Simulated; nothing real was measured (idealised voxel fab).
You're looking at the process module voxel self aligned vias.
Each square cell in cross-section cut measures 5 nm, and the section as a whole is 210 nm wide.
Bands, listed from the top down, are how a cross-section gets written in this document; the cross-section itself is a grid of square cells, and a band is one or more rows of them. Basically the band line says how high the top is and how high the bottom is, in nm, and then what's in it from left to right, every material with its width in nm. Empty space shows up as "blank", and if a single material carries "full width" it runs the full band edge to edge. A quick word on heights: they are counted from 0, and under that level the wafer as it came to us is one material throughout. The lowest band is different from the rest in having no bottom; it simply continues downward, written as in "z 0 and below". Graded width ("30 to 40"): value in top row of band = first number; value in bottom row = second number; row-to-row change constant. Where a step carries "same as before", the cross-section came out of it unchanged, cell for cell. "Closed void list" enumerates empty spaces isolated from the top, with no open way to it, that contain at least 8 cells, giving each as width x height at distance from the left edge, all three in nm. Past the settings on a step's line: simulator remark, on that step. overlay nm, on a step with a mask: how far to the right of its planned place the mask lay; to the left if negative.

# Steps in the process plan
1) RECEIVE | material Si
2) CONFORMAL_DEP | material SiO2 | thk nm 15
3) CONFORMAL_DEP | material SiCN | thk nm 5
4) DIRECTIONAL_DEP | material SiO2 | thk nm 25
5) PATTERN | tone open | mask id LINES | material resist | width nm 20 | pitch nm 60 | thk nm 15 | overlay nm 0
6) DIRECTIONAL_ETCH | etch materials SiO2 | depth nm 25
7) STRIP | etch materials resist
8) CONFORMAL_DEP | material TiN | thk nm 5
9) FILL_DEP | material Ru | thk nm 5
10) CMP | height nm 45
11) SELECTIVE_ETCH | etch materials W Ru TiN | depth nm 10
12) FILL_DEP | material SiN | thk nm 5
13) CMP | height nm 45
14) DIRECTIONAL_DEP | material SiO2 | thk nm 20
15) DIRECTIONAL_DEP | material aC | thk nm 10
16) PATTERN | tone open | mask id VIAS | material resist | width nm 30 | thk nm 30 | overlay nm 0
17) DIRECTIONAL_ETCH | etch materials aC | depth nm 10
18) STRIP | etch materials resist
19) DIRECTIONAL_ETCH | etch materials SiO2 | depth nm 20
20) DIRECTIONAL_ETCH | etch materials SiN | depth nm 10
21) STRIP | etch materials aC
22) CONFORMAL_DEP | material TiN | thk nm 5
23) FILL_DEP | material Cu | thk nm 5
24) CMP | height nm 65
25) CONFORMAL_DEP | material SiCN | thk nm 5

# So this is the incoming wafer in cross-section - it's already been through step 1
* z 0 and below  Si full width
* Closed void list: none

# Post-module cross-section of the first of two wafers (run per plan)
* z 70 to 65  SiCN full width
* z 65 to 50  SiO2 (60)  TiN (5)  Cu (20)  TiN (5)  SiO2 (120)
* z 50 to 45  SiO2 (60)  TiN (10)  Cu (10)  TiN (10)  SiO2 (120)
* z 45 to 40  SiO2 (65)  TiN (5)  Cu (10)  TiN (5)  SiO2 (40)  SiN (20)  SiO2 (65)
* z 40 to 35  SiO2 (65)  TiN (20)  SiO2 (40)  SiN (20)  SiO2 (65)
* z 35 to 25  SiO2 (65)  TiN (5)  Ru (10)  TiN (5)  SiO2 (40)  TiN (5)  Ru (10)  TiN (5)  SiO2 (65)
* z 25 to 20  SiO2 (65)  TiN (20)  SiO2 (40)  TiN (20)  SiO2 (65)
* z 20 to 15  SiCN full width
* z 15 to 0  SiO2 full width
* z 0 and below  Si full width
* Closed void list: none

# This cross-section belongs to the second wafer of two at the end of the module; the start and the plan were shared with the first, and the run included one mistake
* z 70 to 65  SiCN full width
* z 65 to 45  SiO2 (60)  TiN (5)  Cu (20)  TiN (5)  SiO2 (120)
* z 45 to 40  SiN (60)  TiN (10)  Cu (10)  TiN (10)  SiN (120)
* z 40 to 35  SiO2 (65)  TiN (20)  SiO2 (40)  SiN (20)  SiO2 (65)
* z 35 to 20  SiO2 (65)  TiN (5)  Ru (10)  TiN (5)  SiO2 (40)  TiN (5)  Ru (10)  TiN (5)  SiO2 (65)
* z 20 to 15  SiO2 (65)  TiN (20)  SiO2 (40)  TiN (20)  SiO2 (65)
* z 15 to 0  SiO2 full width
* z 0 and below  Si full width
* Closed void list: none
The plan and the run diverged here: step 3 of the plan never got run, it was skipped over
Once processing is complete, comparing cell counts shows that the second wafer has more or fewer of certain materials than the first: Cu: 2 more | Ru: 4 more | SiCN: 42 fewer | SiN: 32 more | TiN: 4 more
